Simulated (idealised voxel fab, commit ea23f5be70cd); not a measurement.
The following is a process module called voxel air gaps.
We display cut, a cross-section 220 nm in width whose square cells are each 5 nm.
Think of the cross-section as a grid of square cells. We describe it in bands, top to bottom, and each band covers one or more rows of those cells. First you get the band's top height and its bottom height, in nm, and then the materials it's made of, left to right, with each width in nm. If you see a single material with "all across", that one covers the band edge to edge. "empty" is empty space. Where do heights start? At 0: under that level the wafer as delivered is made of one material only. And the lowest band has no floor; it just carries on downward, as in "0 down". Graded width ("30->40"): value in top row of band = first number; value in bottom row = second number; row-to-row change constant. Where a step carries "left unchanged", the cross-section came out of it unchanged, cell for cell. "Voids lacking openings" specifies each empty space that is not open to the top and that occupies no fewer than 8 cells, using the form width x height at distance, the distance measured from the left edge and all three quantities in nm. Anything after a step's settings on that line? It's the simulator's own note about the step. overlay nm: how far to the right of its planned place the mask lay on this masked step (negative: to the left).
### List of planned process steps
1,RECEIVE, material Si
2,CONFORMAL_DEP, material SiO2, thk nm 10
3,CONFORMAL_DEP, material SiN, thk nm 5
4,DIRECTIONAL_DEP, material SiO2, thk nm 40
5,MASKED_ETCH, tone open, mask id LINES, width nm 15, pitch nm 40, etch materials SiO2, depth nm 40, overlay nm 0
6,CONFORMAL_DEP, material TiN, thk nm 5
7,FILL_DEP, material Ru, thk nm 5
8,CMP, height nm 55
9,EPI, material Ru, thk nm 10
10,SELECTIVE_ETCH, etch materials SiO2, depth nm 50
11,CONFORMAL_DEP, material SiCN, thk nm 5
### The cross-section here shows the wafer as received, i.e. in its state after step 1
	0 down = Si all across
	Voids lacking openings: none
### Final cross-section, module run with one mistake (start and plan as above)
	70 to 65 = empty: 40, SiCN: 135, empty: 45
	65 to 55 = empty: 40, SiCN: 5, Ru: 125, SiCN: 5, empty: 45
	55 to 50 = empty: 40, SiCN: 15, TiN: 5, Ru: 15, TiN: 5, SiO2: 15, TiN: 5, Ru: 15, TiN: 5, SiO2: 15, TiN: 5, Ru: 15, TiN: 5, SiCN: 15, empty: 45
	50 to 20 = empty: 50, SiCN: 5, TiN: 5, Ru: 15, TiN: 5, SiO2: 15, TiN: 5, Ru: 15, TiN: 5, SiO2: 15, TiN: 5, Ru: 15, TiN: 5, SiCN: 5, empty: 55
	20 to 15 = SiCN: 55, TiN: 25, SiO2: 15, TiN: 25, SiO2: 15, TiN: 25, SiCN: 60
	15 to 10 = SiN all across
	10 to 0 = SiO2 all across
	0 down = Si all across
	Voids lacking openings: none
Finding, execution versus plan: step 5 was run on a setting that differed from the plan, and what really ran there is MASKED_ETCH, tone open, mask id LINES, width nm 25, pitch nm 40, etch materials SiO2, depth nm 40, overlay nm 0
